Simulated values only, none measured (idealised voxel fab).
process module | voxel gate over fins
cross-section cut | 270 nm wide | cells 5 nm
A cross-section is a grid of square cells, given in bands from the top down. A band is one or more rows of cells.
Each band's line starts with the height of the band's top and of its bottom, in nm. Then come its materials from left to right, each with its width in nm. One material with "throughout" fills the band from edge to edge. "air" is empty space.
Height 0 is the level under which the wafer as received is all one material. The lowest band goes on downwards, as in "0 down".
A width such as "30 to 40" changes by the same amount from each row of cells to the next, from the band's top row to its bottom row.
"no change" after a step means that no cell of the cross-section changed.
closed voids: empty space of 8 cells or more with no open way to the top, each as width x height at its distance from the left edge, in nm
after a step's settings: what the simulator itself notes on the step
overlay nm, on a step with a mask: how far to the right of its planned place the mask lay; to the left if negative
plan
1 op RECEIVE | material Si
2 op CONFORMAL_DEP | material SiN | thk nm 5
3 op DIRECTIONAL_DEP | material aC | thk nm 10
4 op PATTERN | tone cover | mask id FINS | material resist | width nm 15 | pitch nm 50 | thk nm 30 | overlay nm 0
5 op DIRECTIONAL_ETCH | etch materials aC | depth nm 10
6 op STRIP | etch materials resist
7 op DIRECTIONAL_ETCH | etch materials SiN | depth nm 5
8 op DIRECTIONAL_ETCH | etch materials Si | depth nm 40
9 op STRIP | etch materials aC
10 op FILL_DEP | material SiO2 | thk nm 5
11 op CMP | height nm 5
12 op PATTERN | tone open | mask id RAIL | material resist | width nm 15 | thk nm 20 | overlay nm 0
13 op DIRECTIONAL_ETCH | etch materials SiO2 | depth nm 40
14 op STRIP | etch materials resist
15 op CONFORMAL_DEP | material TiN | thk nm 5
16 op FILL_DEP | material W | thk nm 5
17 op CMP | height nm 5
18 op SELECTIVE_ETCH | etch materials W Ru TiN | depth nm 20
19 op FILL_DEP | material SiO2 | thk nm 5
20 op CMP | height nm 5
21 op SELECTIVE_ETCH | etch materials SiO2 | depth nm 15
22 op STRIP | etch materials SiN
23 op CONFORMAL_DEP | material HfO2 | thk nm 5
24 op CONFORMAL_DEP | material TiN | thk nm 5
25 op FILL_DEP | material W | thk nm 10
26 op CMP | height nm 15
27 op CONFORMAL_DEP | material SiCN | thk nm 5
as received, after step 1
  0 down: Si throughout
  closed voids: none
a wafer at the end: this start, this plan, one mistake
  20 to 15: SiCN throughout
  15 to 10: W throughout
  10 to 5: W 90 | TiN 35 | W 15 | TiN 35 | W 95
  5 to 0: W 90 | TiN 5 | HfO2 25 | TiN 5 | W 15 | TiN 5 | HfO2 25 | TiN 5 | W 95
  0 to -5: TiN 95 | HfO2 5 | Si 15 | HfO2 5 | TiN 25 | HfO2 5 | Si 15 | HfO2 5 | TiN 100
  -5 to -10: HfO2 100 | Si 15 | HfO2 35 | Si 15 | HfO2 105
  -10 to -15: SiO2 100 | Si 15 | SiO2 35 | Si 15 | SiO2 105
  -15 to -30: SiO2 100 | Si 15 | SiO2 10 | TiN 5 | W 10 | TiN 5 | SiO2 5 | Si 15 | SiO2 105
  -30 to -35: SiO2 100 | Si 15 | SiO2 10 | TiN 20 | SiO2 5 | Si 15 | SiO2 105
  -35 to -40: SiO2 100 | Si 15 | SiO2 35 | Si 15 | SiO2 105
  -40 down: Si throughout
  closed voids: none
what went wrong: step 12 ran as: op PATTERN | tone open | mask id RAIL | material resist | width nm 20 | thk nm 20 | overlay nm 0
